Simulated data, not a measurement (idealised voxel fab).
The name of this process module is voxel capacitor over wiring.
The cross-section shown here is cut; it is 255 nm wide and divided into square cells measuring 5 nm on a side.
Format of a cross-section: grid, square cells. Given as bands. Order: top down. Band: one or more rows of cells.
First you get the band's top height and its bottom height, in nm, and then the materials it's made of, left to right, with each width in nm. If you see a single material with "everywhere", that one covers the band edge to edge. "blank" is empty space.
Heights are reckoned from 0. Under this level, the received wafer is all of one material. The bottommost band is open-ended downward, for example "0..down".
Read "30 to 40" as a graded width: first number on top, second number at the bottom, same change between each pair of neighbouring rows.
Any step labelled "changes: none" changed none of the cells in the cross-section.
Closed empty spaces (no open way to the top) of 8 cells or more are what "Closed void list" lists, each as width x height at distance from the left edge, nm for all three.
Text after the settings on a step's line: the simulator's own remark on that step.
On any step carrying a mask, the "overlay nm" setting, if present on the step's line, tells how far right of its planned place the mask lay; negative values point to the left.
### Steps in the process plan
1) RECEIVE: material Si
2) CONFORMAL_DEP: material SiO2, thk nm 15
3) CONFORMAL_DEP: material SiN, thk nm 5
4) DIRECTIONAL_DEP: material lowk, thk nm 15
5) PATTERN: tone open, mask id METAL_1, material resist, width nm 30, pitch nm 90, thk nm 15, overlay nm 0
6) DIRECTIONAL_ETCH: etch materials lowk, depth nm 15
7) DIRECTIONAL_ETCH: etch materials SiN, depth nm 5
8) STRIP: etch materials resist
9) CONFORMAL_DEP: material TiN, thk nm 5
10) FILL_DEP: material Ru, thk nm 10
11) CMP: height nm 35
12) CONFORMAL_DEP: material SiCN, thk nm 5
13) DIRECTIONAL_DEP: material lowk, thk nm 10
14) MASKED_ETCH: tone open, mask id PLUG_1, width nm 15, etch materials lowk, depth nm 10, overlay nm 0
15) MASKED_ETCH: tone open, mask id PLUG_1, width nm 15, etch materials SiCN, depth nm 5, overlay nm 0
16) CONFORMAL_DEP: material TiN, thk nm 5
17) FILL_DEP: material Ru, thk nm 5
18) CMP: height nm 50
19) DIRECTIONAL_DEP: material TiN, thk nm 5
20) DIRECTIONAL_DEP: material HfO2, thk nm 5
21) DIRECTIONAL_DEP: material TiN, thk nm 5
22) PATTERN: tone cover, mask id UPPER_PLATE, material resist, width nm 65, thk nm 15, overlay nm 0
23) DIRECTIONAL_ETCH: etch materials TiN, depth nm 5
24) DIRECTIONAL_ETCH: etch materials HfO2, depth nm 5
25) STRIP: etch materials resist
26) MASKED_ETCH: tone cover, mask id LOWER_PLATE, width nm 75, etch materials TiN, depth nm 5, overlay nm 0
27) FILL_DEP: material SiO2, thk nm 15
28) CMP: height nm 75
29) PATTERN: tone open, mask id PLUG_2, material resist, width nm 15, thk nm 15, overlay nm 0
30) DIRECTIONAL_ETCH: etch materials SiO2, depth nm 10
31) STRIP: etch materials resist
32) CONFORMAL_DEP: material TiN, thk nm 5
33) FILL_DEP: material Cu, thk nm 5
34) CMP: height nm 75
35) CONFORMAL_DEP: material SiCN, thk nm 5
### First of two wafers - as planned
### So this is the incoming wafer in cross-section - it's already been through step 1
* 0..down  Si everywhere
* Closed void list: none
### Take a look at the wafer's cross-section after step 2
* 15..0  SiO2 everywhere
* Under the height 0 nothing was changed.
### Take a look at the wafer's cross-section after step 3
* 20..15  SiN everywhere
* Under the height 15 nothing was changed.
### Take a look at the wafer's cross-section after step 4
* 35..20  lowk everywhere
* Under the height 20 nothing was changed.
### Take a look at the wafer's cross-section after step 5
* 50..35  resist 65 nm | blank 30 nm | resist 60 nm | blank 30 nm | resist 70 nm
* Under the height 35 nothing was changed.
### Take a look at the wafer's cross-section after step 6
* 50..35  resist 65 nm | blank 30 nm | resist 60 nm | blank 30 nm | resist 70 nm
* 35..20  lowk 65 nm | blank 30 nm | lowk 60 nm | blank 30 nm | lowk 70 nm
* Under the height 20 nothing was changed.
### Take a look at the wafer's cross-section after step 7
* 50..35  resist 65 nm | blank 30 nm | resist 60 nm | blank 30 nm | resist 70 nm
* 35..20  lowk 65 nm | blank 30 nm | lowk 60 nm | blank 30 nm | lowk 70 nm
* 20..15  SiN 65 nm | blank 30 nm | SiN 60 nm | blank 30 nm | SiN 70 nm
* Under the height 15 nothing was changed.
### Take a look at the wafer's cross-section after step 8
* 35..20  lowk 65 nm | blank 30 nm | lowk 60 nm | blank 30 nm | lowk 70 nm
* Under the height 20 nothing was changed.
### Take a look at the wafer's cross-section after step 9
* 40..35  TiN 70 nm | blank 20 nm | TiN 70 nm | blank 20 nm | TiN 75 nm
* 35..20  lowk 65 nm | TiN 5 nm | blank 20 nm | TiN 5 nm | lowk 60 nm | TiN 5 nm | blank 20 nm | TiN 5 nm | lowk 70 nm
* 20..15  SiN 65 nm | TiN 30 nm | SiN 60 nm | TiN 30 nm | SiN 70 nm
* Under the height 15 nothing was changed.
### Take a look at the wafer's cross-section after step 10
* 50..40  Ru everywhere
* 40..35  TiN 70 nm | Ru 20 nm | TiN 70 nm | Ru 20 nm | TiN 75 nm
* 35..20  lowk 65 nm | TiN 5 nm | Ru 20 nm | TiN 5 nm | lowk 60 nm | TiN 5 nm | Ru 20 nm | TiN 5 nm | lowk 70 nm
* Under the height 20 nothing was changed.
### Take a look at the wafer's cross-section after step 11
* 35..20  lowk 65 nm | TiN 5 nm | Ru 20 nm | TiN 5 nm | lowk 60 nm | TiN 5 nm | Ru 20 nm | TiN 5 nm | lowk 70 nm
* Under the height 20 nothing was changed.
### Take a look at the wafer's cross-section after step 12
* 40..35  SiCN everywhere
* Under the height 35 nothing was changed.
### Take a look at the wafer's cross-section after step 13
* 50..40  lowk everywhere
* Under the height 40 nothing was changed.
### Take a look at the wafer's cross-section after step 14
* 50..40  lowk 80 nm | blank 15 nm | lowk 160 nm
* Under the height 40 nothing was changed.
### Take a look at the wafer's cross-section after step 15
* 50..40  lowk 80 nm | blank 15 nm | lowk 160 nm
* 40..35  SiCN 80 nm | blank 15 nm | SiCN 160 nm
* Under the height 35 nothing was changed.
### Take a look at the wafer's cross-section after step 16
* 55..50  TiN 85 nm | blank 5 nm | TiN 165 nm
* 50..40  lowk 80 nm | TiN 5 nm | blank 5 nm | TiN 5 nm | lowk 160 nm
* 40..35  SiCN 80 nm | TiN 15 nm | SiCN 160 nm
* Under the height 35 nothing was changed.
### Take a look at the wafer's cross-section after step 17
* 60..55  Ru everywhere
* 55..50  TiN 85 nm | Ru 5 nm | TiN 165 nm
* 50..40  lowk 80 nm | TiN 5 nm | Ru 5 nm | TiN 5 nm | lowk 160 nm
* Under the height 40 nothing was changed.
### Take a look at the wafer's cross-section after step 18
* 50..40  lowk 80 nm | TiN 5 nm | Ru 5 nm | TiN 5 nm | lowk 160 nm
* Under the height 40 nothing was changed.
### Take a look at the wafer's cross-section after step 19
* 55..50  TiN everywhere
* Under the height 50 nothing was changed.
### Take a look at the wafer's cross-section after step 20
* 60..55  HfO2 everywhere
* Under the height 55 nothing was changed.
### Take a look at the wafer's cross-section after step 21
* 65..60  TiN everywhere
* Under the height 60 nothing was changed.
### Take a look at the wafer's cross-section after step 22
* 80..65  blank 80 nm | resist 65 nm | blank 110 nm
* Under the height 65 nothing was changed.
### Take a look at the wafer's cross-section after step 23
* 80..65  blank 80 nm | resist 65 nm | blank 110 nm
* 65..60  blank 80 nm | TiN 65 nm | blank 110 nm
* Under the height 60 nothing was changed.
### Take a look at the wafer's cross-section after step 24
* 80..65  blank 80 nm | resist 65 nm | blank 110 nm
* 65..60  blank 80 nm | TiN 65 nm | blank 110 nm
* 60..55  blank 80 nm | HfO2 65 nm | blank 110 nm
* Under the height 55 nothing was changed.
### Take a look at the wafer's cross-section after step 25
* 65..60  blank 80 nm | TiN 65 nm | blank 110 nm
* Under the height 60 nothing was changed.
### Take a look at the wafer's cross-section after step 26
* 65..60  blank 80 nm | TiN 65 nm | blank 110 nm
* 60..55  blank 80 nm | HfO2 65 nm | blank 110 nm
* 55..50  blank 75 nm | TiN 75 nm | blank 105 nm
* Under the height 50 nothing was changed.
### Take a look at the wafer's cross-section after step 27
* 80..65  SiO2 everywhere
* 65..60  SiO2 80 nm | TiN 65 nm | SiO2 110 nm
* 60..55  SiO2 80 nm | HfO2 65 nm | SiO2 110 nm
* 55..50  SiO2 75 nm | TiN 75 nm | SiO2 105 nm
* Under the height 50 nothing was changed.
### Take a look at the wafer's cross-section after step 28
* 75..65  SiO2 everywhere
* Under the height 65 nothing was changed.
### Take a look at the wafer's cross-section after step 29
* 90..75  resist 90 nm | blank 15 nm | resist 150 nm
* Under the height 75 nothing was changed.
### Take a look at the wafer's cross-section after step 30
* 90..75  resist 90 nm | blank 15 nm | resist 150 nm
* 75..65  SiO2 90 nm | blank 15 nm | SiO2 150 nm
* Under the height 65 nothing was changed.
### Take a look at the wafer's cross-section after step 31
* 75..65  SiO2 90 nm | blank 15 nm | SiO2 150 nm
* Under the height 65 nothing was changed.
### Take a look at the wafer's cross-section after step 32
* 80..75  TiN 95 nm | blank 5 nm | TiN 155 nm
* 75..70  SiO2 90 nm | TiN 5 nm | blank 5 nm | TiN 5 nm | SiO2 150 nm
* 70..60  SiO2 90 to 80 nm | TiN 15 to 65 nm | SiO2 150 to 110 nm
* Under the height 60 nothing was changed.
### Take a look at the wafer's cross-section after step 33
* 85..80  Cu everywhere
* 80..75  TiN 95 nm | Cu 5 nm | TiN 155 nm
* 75..70  SiO2 90 nm | TiN 5 nm | Cu 5 nm | TiN 5 nm | SiO2 150 nm
* Under the height 70 nothing was changed.
### Take a look at the wafer's cross-section after step 34
* 75..70  SiO2 90 nm | TiN 5 nm | Cu 5 nm | TiN 5 nm | SiO2 150 nm
* Under the height 70 nothing was changed.
### Take a look at the wafer's cross-section after step 35
* 80..75  SiCN everywhere
* Under the height 75 nothing was changed.
### Second wafer, same starting state and plan as the first, one mistake in the run, identical through step 19
### Cross-section of the second wafer at the time step 20 of the plan should have ended
* 60..50  TiN everywhere
* Under the height 50 nothing was changed.
### Cross-section of the second wafer at the time step 21 of the plan should have ended
* 65..60  HfO2 everywhere
* Under the height 60 nothing was changed.
### Cross-section of the second wafer at the time step 22 of the plan should have ended
* 80..65  blank 80 nm | resist 65 nm | blank 110 nm
* Under the height 65 nothing was changed.
Cross-section of the second wafer at the time step 23 of the plan should have ended: changes: none
### Cross-section of the second wafer at the time step 24 of the plan should have ended
* 80..65  blank 80 nm | resist 65 nm | blank 110 nm
* 65..60  blank 80 nm | HfO2 65 nm | blank 110 nm
* Under the height 60 nothing was changed.
### Cross-section of the second wafer at the time step 25 of the plan should have ended
* 65..60  blank 80 nm | HfO2 65 nm | blank 110 nm
* Under the height 60 nothing was changed.
### Cross-section of the second wafer at the time step 26 of the plan should have ended
* 65..60  blank 80 nm | HfO2 65 nm | blank 110 nm
* 60..55  blank 75 nm | TiN 75 nm | blank 105 nm
* Under the height 55 nothing was changed.
### Cross-section of the second wafer at the time step 27 of the plan should have ended
* 80..65  SiO2 everywhere
* 65..60  SiO2 80 nm | HfO2 65 nm | SiO2 110 nm
* 60..55  SiO2 75 nm | TiN 75 nm | SiO2 105 nm
* Under the height 55 nothing was changed.
### Cross-section of the second wafer at the time step 28 of the plan should have ended
* 75..65  SiO2 everywhere
* Under the height 65 nothing was changed.
### Cross-section of the second wafer at the time step 29 of the plan should have ended
* 90..75  resist 90 nm | blank 15 nm | resist 150 nm
* Under the height 75 nothing was changed.
### Cross-section of the second wafer at the time step 30 of the plan should have ended
* 90..75  resist 90 nm | blank 15 nm | resist 150 nm
* 75..65  SiO2 90 nm | blank 15 nm | SiO2 150 nm
* Under the height 65 nothing was changed.
### Cross-section of the second wafer at the time step 31 of the plan should have ended
* 75..65  SiO2 90 nm | blank 15 nm | SiO2 150 nm
* Under the height 65 nothing was changed.
### Cross-section of the second wafer at the time step 32 of the plan should have ended
* 80..75  TiN 95 nm | blank 5 nm | TiN 155 nm
* 75..70  SiO2 90 nm | TiN 5 nm | blank 5 nm | TiN 5 nm | SiO2 150 nm
* 70..65  SiO2 90 nm | TiN 15 nm | SiO2 150 nm
* Under the height 65 nothing was changed.
### Cross-section of the second wafer at the time step 33 of the plan should have ended
* 85..80  Cu everywhere
* 80..75  TiN 95 nm | Cu 5 nm | TiN 155 nm
* 75..70  SiO2 90 nm | TiN 5 nm | Cu 5 nm | TiN 5 nm | SiO2 150 nm
* Under the height 70 nothing was changed.
### Cross-section of the second wafer at the time step 34 of the plan should have ended
* 75..70  SiO2 90 nm | TiN 5 nm | Cu 5 nm | TiN 5 nm | SiO2 150 nm
* Under the height 70 nothing was changed.
### Cross-section of the second wafer at the time step 35 of the plan should have ended
* 80..75  SiCN everywhere
* Under the height 75 nothing was changed.
It is concluded that the wafer was processed incorrectly with respect to the plan, in that step 20 ran in the slot meant for step 21, and vice versa
Once processing is complete, comparing cell counts shows that the second wafer has more or fewer of certain materials than the first: -38 SiO2 | +38 TiN
